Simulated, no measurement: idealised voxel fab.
process module | voxel tone inversion
cross-section cut | 280 nm wide | cells 5 nm
A cross-section is a grid of square cells, given in bands from the top down. A band is one or more rows of cells.
Each band's line starts with the height of the band's top and of its bottom, in nm. Then come its materials from left to right, each with its width in nm. One material with "throughout" fills the band from edge to edge. "air" is empty space.
Height 0 is the level under which the wafer as received is all one material. The lowest band goes on downwards, as in "0 down".
A width such as "30 to 40" changes by the same amount from each row of cells to the next, from the band's top row to its bottom row.
"no change" after a step means that no cell of the cross-section changed.
closed voids: empty space of 8 cells or more with no open way to the top, each as width x height at its distance from the left edge, in nm
after a step's settings: what the simulator itself notes on the step
overlay nm, on a step with a mask: how far to the right of its planned place the mask lay; to the left if negative
plan
1 op RECEIVE | material Si
2 op CONFORMAL_DEP | material SiCN | thk nm 10
3 op DIRECTIONAL_DEP | material aC | thk nm 20
4 op PATTERN | tone cover | mask id POSTS | material resist | width nm 15 | pitch nm 30 | thk nm 30 | overlay nm 0
5 op DIRECTIONAL_ETCH | etch materials aC | depth nm 20
6 op STRIP | etch materials resist
7 op FILL_DEP | material SiO2 | thk nm 5
8 op CMP | height nm 30
9 op STRIP | etch materials aC
first wafer, as planned
as received, after step 1
  0 down: Si throughout
  closed voids: none
after step 2
  10 to 0: SiCN throughout
  below 0: unchanged
after step 3
  30 to 10: aC throughout
  below 10: unchanged
after step 4
  60 to 30: air 100 | resist 15 | air 15 | resist 15 | air 15 | resist 15 | air 105
  below 30: unchanged
after step 5
  40 to 30: air 100 | resist 15 | air 15 | resist 15 | air 15 | resist 15 | air 105
  30 to 10: air 100 | aC 15 | air 15 | aC 15 | air 15 | aC 15 | air 105
  below 10: unchanged
after step 6
  30 to 10: air 100 | aC 15 | air 15 | aC 15 | air 15 | aC 15 | air 105
  below 10: unchanged
after step 7
  35 to 30: SiO2 throughout
  30 to 10: SiO2 100 | aC 15 | SiO2 15 | aC 15 | SiO2 15 | aC 15 | SiO2 105
  below 10: unchanged
after step 8
  30 to 10: SiO2 100 | aC 15 | SiO2 15 | aC 15 | SiO2 15 | aC 15 | SiO2 105
  below 10: unchanged
after step 9
  30 to 10: SiO2 100 | air 15 | SiO2 15 | air 15 | SiO2 15 | air 15 | SiO2 105
  below 10: unchanged
second wafer: like start, like plan, one mistake. Through step 5 it matches the first wafer
when step 6 should have ended
  30 to 10: air 100 | aC 15 | air 15 | aC 15 | air 15 | aC 15 | air 105
  below 10: unchanged
when step 7 should have ended
  35 to 30: SiO2 throughout
  30 to 10: SiO2 100 | aC 15 | SiO2 15 | aC 15 | SiO2 15 | aC 15 | SiO2 105
  below 10: unchanged
when step 8 should have ended
  30 to 10: SiO2 100 | aC 15 | SiO2 15 | aC 15 | SiO2 15 | aC 15 | SiO2 105
  below 10: unchanged
when step 9 should have ended
  30 to 10: SiO2 100 | air 15 | SiO2 15 | air 15 | SiO2 15 | air 15 | SiO2 105
  below 10: unchanged
what went wrong: step 6 was run twice
at the end the two cross-sections are the same: no effect in what this model computes
